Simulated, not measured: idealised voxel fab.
Process module, titled voxel self aligned vias
In the cross-section labelled cut, the width is 235 nm and each square cell is 5 nm.
Just so we're on the same page, the cross-sections are grids of square cells, and they're listed out in bands top to bottom, each band one or more rows deep.
Per band: top height and bottom height in nm, followed by the left-to-right materials and their widths in nm; "everywhere" marks a single material spanning edge to edge, "air" marks empty space.
Heights are expressed relative to 0, this being the level below which the as-received wafer comprises one material exclusively. The lowest band is unbounded in the downward direction and is denoted as in "top 0, no bottom".
Note: "30..40" means the width goes from the first number (top row of the band) to the second number (bottom row) in equal steps per row of cells.
Step marked "remained the same"? Then no cell in the cross-section changed in it.
Encapsulated voids: empty space of 8 cells or more with no open way to the top, each as width x height at its distance from the left edge, in nm
Post-settings text on a step line: simulator's own remark regarding the step.
overlay nm: mask right of planned place by this much (step with mask). Neg. = left.
## Process steps foreseen in the plan
- 1: RECEIVE, material Si
- 2: CONFORMAL_DEP, material SiO2, thk nm 10
- 3: CONFORMAL_DEP, material SiCN, thk nm 5
- 4: DIRECTIONAL_DEP, material lowk, thk nm 30
- 5: DIRECTIONAL_DEP, material aC, thk nm 10
- 6: PATTERN, tone open, mask id LINES, material resist, width nm 20, pitch nm 55, thk nm 30, overlay nm 0
- 7: DIRECTIONAL_ETCH, etch materials aC, depth nm 10
- 8: STRIP, etch materials resist
- 9: DIRECTIONAL_ETCH, etch materials lowk, depth nm 30
- 10: STRIP, etch materials aC
- 11: CONFORMAL_DEP, material TiN, thk nm 5
- 12: FILL_DEP, material Ru, thk nm 10
- 13: CMP, height nm 45
- 14: SELECTIVE_ETCH, etch materials W Ru TiN, depth nm 10
- 15: FILL_DEP, material SiN, thk nm 10
- 16: CMP, height nm 45
- 17: DIRECTIONAL_DEP, material lowk, thk nm 15
- 18: PATTERN, tone open, mask id VIAS, material resist, width nm 30, pitch nm 110, thk nm 15, overlay nm 0
- 19: DIRECTIONAL_ETCH, etch materials lowk, depth nm 15
- 20: DIRECTIONAL_ETCH, etch materials SiN, depth nm 10
- 21: STRIP, etch materials resist
- 22: CONFORMAL_DEP, material TiN, thk nm 5
- 23: FILL_DEP, material Cu, thk nm 5
- 24: CMP, height nm 60
- 25: CONFORMAL_DEP, material SiN, thk nm 5
## Cross-section: wafer on arrival = after step 1
  top 0, no bottom | Si everywhere
  Encapsulated voids: none
## As-planned run: cross-section of the first of two wafers at end of module
  top 65, bottom 60 | SiN everywhere
  top 60, bottom 50 | 45 nm lowk; 5 nm TiN; 20 nm Cu; 5 nm TiN; 80 nm lowk; 5 nm TiN; 20 nm Cu; 5 nm TiN; 50 nm lowk
  top 50, bottom 45 | 45 nm lowk; 10 nm TiN; 10 nm Cu; 10 nm TiN; 80 nm lowk; 10 nm TiN; 10 nm Cu; 10 nm TiN; 50 nm lowk
  top 45, bottom 40 | 50 nm lowk; 5 nm TiN; 10 nm Cu; 5 nm TiN; 35 nm lowk; 20 nm SiN; 35 nm lowk; 5 nm TiN; 10 nm Cu; 5 nm TiN; 55 nm lowk
  top 40, bottom 35 | 50 nm lowk; 20 nm TiN; 35 nm lowk; 20 nm SiN; 35 nm lowk; 20 nm TiN; 55 nm lowk
  top 35, bottom 20 | 50 nm lowk; 5 nm TiN; 10 nm Ru; 5 nm TiN; 35 nm lowk; 5 nm TiN; 10 nm Ru; 5 nm TiN; 35 nm lowk; 5 nm TiN; 10 nm Ru; 5 nm TiN; 55 nm lowk
  top 20, bottom 15 | 50 nm lowk; 20 nm TiN; 35 nm lowk; 20 nm TiN; 35 nm lowk; 20 nm TiN; 55 nm lowk
  top 15, bottom 10 | SiCN everywhere
  top 10, bottom 0 | SiO2 everywhere
  top 0, no bottom | Si everywhere
  Encapsulated voids: none
## Now the second wafer, cross-sectioned at the end of the module. Nothing different at the start, nothing different in the plan compared with the first, just one mistake when it was actually run
  top 65, bottom 60 | SiN everywhere
  top 60, bottom 55 | Cu everywhere
  top 55, bottom 50 | 50 nm TiN; 20 nm Cu; 90 nm TiN; 20 nm Cu; 55 nm TiN
  top 50, bottom 40 | 45 nm lowk; 5 nm TiN; 20 nm Cu; 5 nm TiN; 80 nm lowk; 5 nm TiN; 20 nm Cu; 5 nm TiN; 50 nm lowk
  top 40, bottom 35 | 45 nm lowk; 30 nm TiN; 80 nm lowk; 30 nm TiN; 50 nm lowk
  top 35, bottom 20 | 50 nm lowk; 5 nm TiN; 10 nm Ru; 5 nm TiN; 35 nm lowk; 5 nm TiN; 10 nm Ru; 5 nm TiN; 35 nm lowk; 5 nm TiN; 10 nm Ru; 5 nm TiN; 55 nm lowk
  top 20, bottom 15 | 50 nm lowk; 20 nm TiN; 35 nm lowk; 20 nm TiN; 35 nm lowk; 20 nm TiN; 55 nm lowk
  top 15, bottom 10 | SiCN everywhere
  top 10, bottom 0 | SiO2 everywhere
  top 0, no bottom | Si everywhere
  Encapsulated voids: none
Which mistake was made when the wafer was run? step 16 went in with a setting other than planned; the actual run was CMP, height nm 35
FYI, end of process, the second wafer has more or fewer cells of some materials than the first: Cu: 47 more; SiN: 8 fewer; TiN: 31 more; lowk: 70 fewer
